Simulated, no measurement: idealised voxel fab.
The process module presented herein is designated voxel quadruple lines.
In the cross-section labelled cut, the width is 245 nm and each square cell is 5 nm.
Think of the cross-section as a grid of square cells. We describe it in bands, top to bottom, and each band covers one or more rows of those cells.
For a band, the entry starts with two heights in nm, that of the top and then that of the bottom, and carries on with the band's materials in order from left to right, each alongside its width in nm; the word "everywhere" beside a single material means it fills the band edge to edge, and "empty" means empty space.
Ref level 0: as-received wafer is one material below here. Bottom band extends down with no lower bound ("z 0 and below").
Top row gets the first number, bottom row gets the second, and each row in between changes by the same step: that is how a band width like "30->40" works.
Where a step carries "changes: none", the cross-section came out of it unchanged, cell for cell.
For the entry "Non-vented voids", the listed items are empty spaces with no open way to the top whose size is 8 cells or more; each item follows the pattern width x height at distance, where distance is from the left edge and all three are in nm.
Whatever follows a step's settings on its line is a remark the simulator itself makes about that step.
"overlay nm" answers the question of how far to the right of plan the mask lay on a step that has a mask, and when it is negative the answer is to the left.

Steps in the process plan
1 RECEIVE with material Si
2 CONFORMAL_DEP with material Al2O3, thk nm 5
3 DIRECTIONAL_DEP with material W, thk nm 10
4 DIRECTIONAL_DEP with material polySi, thk nm 20
5 DIRECTIONAL_DEP with material aC, thk nm 20
6 PATTERN with tone cover, mask id MANDREL, material resist, width nm 35, pitch nm 100, thk nm 25, overlay nm 0
7 DIRECTIONAL_ETCH with etch materials aC, depth nm 20
8 STRIP with etch materials resist
9 CONFORMAL_DEP with material SiO2, thk nm 15
10 DIRECTIONAL_ETCH with etch materials SiO2, depth nm 15
11 STRIP with etch materials aC
12 DIRECTIONAL_ETCH with etch materials polySi, depth nm 20
13 STRIP with etch materials SiO2
14 CONFORMAL_DEP with material SiN, thk nm 10
15 DIRECTIONAL_ETCH with etch materials SiN, depth nm 10
16 STRIP with etch materials polySi
17 DIRECTIONAL_ETCH with etch materials W, depth nm 10
18 STRIP with etch materials SiN

First wafer, as planned

Wafer cross-section on receipt, i.e. after step 1
> z 0 and below | Si everywhere
> Non-vented voids: none

Presented here is a cross-section of the wafer after step 2 has been performed
> z 5 to 0 | Al2O3 everywhere
> Everything below 0 is unchanged.

Presented here is a cross-section of the wafer after step 3 has been performed
> z 15 to 5 | W everywhere
> Everything below 5 is unchanged.

Presented here is a cross-section of the wafer after step 4 has been performed
> z 35 to 15 | polySi everywhere
> Everything below 15 is unchanged.

Presented here is a cross-section of the wafer after step 5 has been performed
> z 55 to 35 | aC everywhere
> Everything below 35 is unchanged.

Presented here is a cross-section of the wafer after step 6 has been performed
> z 80 to 55 | 55 of empty  35 of resist  65 of empty  35 of resist  55 of empty
> Everything below 55 is unchanged.

Presented here is a cross-section of the wafer after step 7 has been performed
> z 60 to 55 | 55 of empty  35 of resist  65 of empty  35 of resist  55 of empty
> z 55 to 35 | 55 of empty  35 of aC  65 of empty  35 of aC  55 of empty
> Everything below 35 is unchanged.

Presented here is a cross-section of the wafer after step 8 has been performed
> z 55 to 35 | 55 of empty  35 of aC  65 of empty  35 of aC  55 of empty
> Everything below 35 is unchanged.

Presented here is a cross-section of the wafer after step 9 has been performed
> z 70 to 55 | 40 of empty  65 of SiO2  35 of empty  65 of SiO2  40 of empty
> z 55 to 50 | 40 of empty  15 of SiO2  35 of aC  15 of SiO2  35 of empty  15 of SiO2  35 of aC  15 of SiO2  40 of empty
> z 50 to 35 | 55 of SiO2  35 of aC  65 of SiO2  35 of aC  55 of SiO2
> Everything below 35 is unchanged.

Presented here is a cross-section of the wafer after step 10 has been performed
> z 55 to 35 | 40 of empty  15 of SiO2  35 of aC  15 of SiO2  35 of empty  15 of SiO2  35 of aC  15 of SiO2  40 of empty
> Everything below 35 is unchanged.

Presented here is a cross-section of the wafer after step 11 has been performed
> z 55 to 35 | 40 of empty  15 of SiO2  35 of empty  15 of SiO2  35 of empty  15 of SiO2  35 of empty  15 of SiO2  40 of empty
> Everything below 35 is unchanged.

Presented here is a cross-section of the wafer after step 12 has been performed
> z 55 to 35 | 40 of empty  15 of SiO2  35 of empty  15 of SiO2  35 of empty  15 of SiO2  35 of empty  15 of SiO2  40 of empty
> z 35 to 15 | 40 of empty  15 of polySi  35 of empty  15 of polySi  35 of empty  15 of polySi  35 of empty  15 of polySi  40 of empty
> Everything below 15 is unchanged.

Presented here is a cross-section of the wafer after step 13 has been performed
> z 35 to 15 | 40 of empty  15 of polySi  35 of empty  15 of polySi  35 of empty  15 of polySi  35 of empty  15 of polySi  40 of empty
> Everything below 15 is unchanged.

Presented here is a cross-section of the wafer after step 14 has been performed
> z 45 to 35 | 30 of empty  35 of SiN  15 of empty  35 of SiN  15 of empty  35 of SiN  15 of empty  35 of SiN  30 of empty
> z 35 to 25 | 30 of empty  10 of SiN  15 of polySi  10 of SiN  15 of empty  10 of SiN  15 of polySi  10 of SiN  15 of empty  10 of SiN  15 of polySi  10 of SiN  15 of empty  10 of SiN  15 of polySi  10 of SiN  30 of empty
> z 25 to 15 | 40 of SiN  15 of polySi  35 of SiN  15 of polySi  35 of SiN  15 of polySi  35 of SiN  15 of polySi  40 of SiN
> Everything below 15 is unchanged.

Presented here is a cross-section of the wafer after step 15 has been performed
> z 35 to 15 | 30 of empty  10 of SiN  15 of polySi  10 of SiN  15 of empty  10 of SiN  15 of polySi  10 of SiN  15 of empty  10 of SiN  15 of polySi  10 of SiN  15 of empty  10 of SiN  15 of polySi  10 of SiN  30 of empty
> Everything below 15 is unchanged.

Presented here is a cross-section of the wafer after step 16 has been performed
> z 35 to 15 | 30 of empty  10 of SiN  15 of empty  10 of SiN  15 of empty  10 of SiN  15 of empty  10 of SiN  15 of empty  10 of SiN  15 of empty  10 of SiN  15 of empty  10 of SiN  15 of empty  10 of SiN  30 of empty
> Everything below 15 is unchanged.

Presented here is a cross-section of the wafer after step 17 has been performed
> z 35 to 15 | 30 of empty  10 of SiN  15 of empty  10 of SiN  15 of empty  10 of SiN  15 of empty  10 of SiN  15 of empty  10 of SiN  15 of empty  10 of SiN  15 of empty  10 of SiN  15 of empty  10 of SiN  30 of empty
> z 15 to 5 | 30 of empty  10 of W  15 of empty  10 of W  15 of empty  10 of W  15 of empty  10 of W  15 of empty  10 of W  15 of empty  10 of W  15 of empty  10 of W  15 of empty  10 of W  30 of empty
> Everything below 5 is unchanged.

Presented here is a cross-section of the wafer after step 18 has been performed
> z 15 to 5 | 30 of empty  10 of W  15 of empty  10 of W  15 of empty  10 of W  15 of empty  10 of W  15 of empty  10 of W  15 of empty  10 of W  15 of empty  10 of W  15 of empty  10 of W  30 of empty
> Everything below 5 is unchanged.

Second wafer: like start, like plan, one mistake. Through step 15 it matches the first wafer

Cross-sectional representation of the second wafer at the time designated in the plan for the completion of step 16
> z 35 to 15 | 30 of empty  10 of SiN  15 of polySi  10 of SiN  15 of empty  10 of SiN  15 of polySi  10 of SiN  15 of empty  10 of SiN  15 of polySi  10 of SiN  15 of empty  10 of SiN  15 of polySi  10 of SiN  30 of empty
> z 15 to 5 | 30 of empty  35 of W  15 of empty  35 of W  15 of empty  35 of W  15 of empty  35 of W  30 of empty
> Everything below 5 is unchanged.

Cross-sectional representation of the second wafer at the time designated in the plan for the completion of step 17
> z 35 to 15 | 30 of empty  10 of SiN  15 of empty  10 of SiN  15 of empty  10 of SiN  15 of empty  10 of SiN  15 of empty  10 of SiN  15 of empty  10 of SiN  15 of empty  10 of SiN  15 of empty  10 of SiN  30 of empty
> Everything below 15 is unchanged.

Cross-sectional representation of the second wafer at the time designated in the plan for the completion of step 18
> z 15 to 5 | 30 of empty  35 of W  15 of empty  35 of W  15 of empty  35 of W  15 of empty  35 of W  30 of empty
> Everything below 5 is unchanged.
The mistake made against the process plan was this: the processing plan was not followed for steps 16 and 17, which were run with their positions exchanged
The final cell counts differ between the wafers, with the second having more or fewer of some materials than the first: W: 24 more
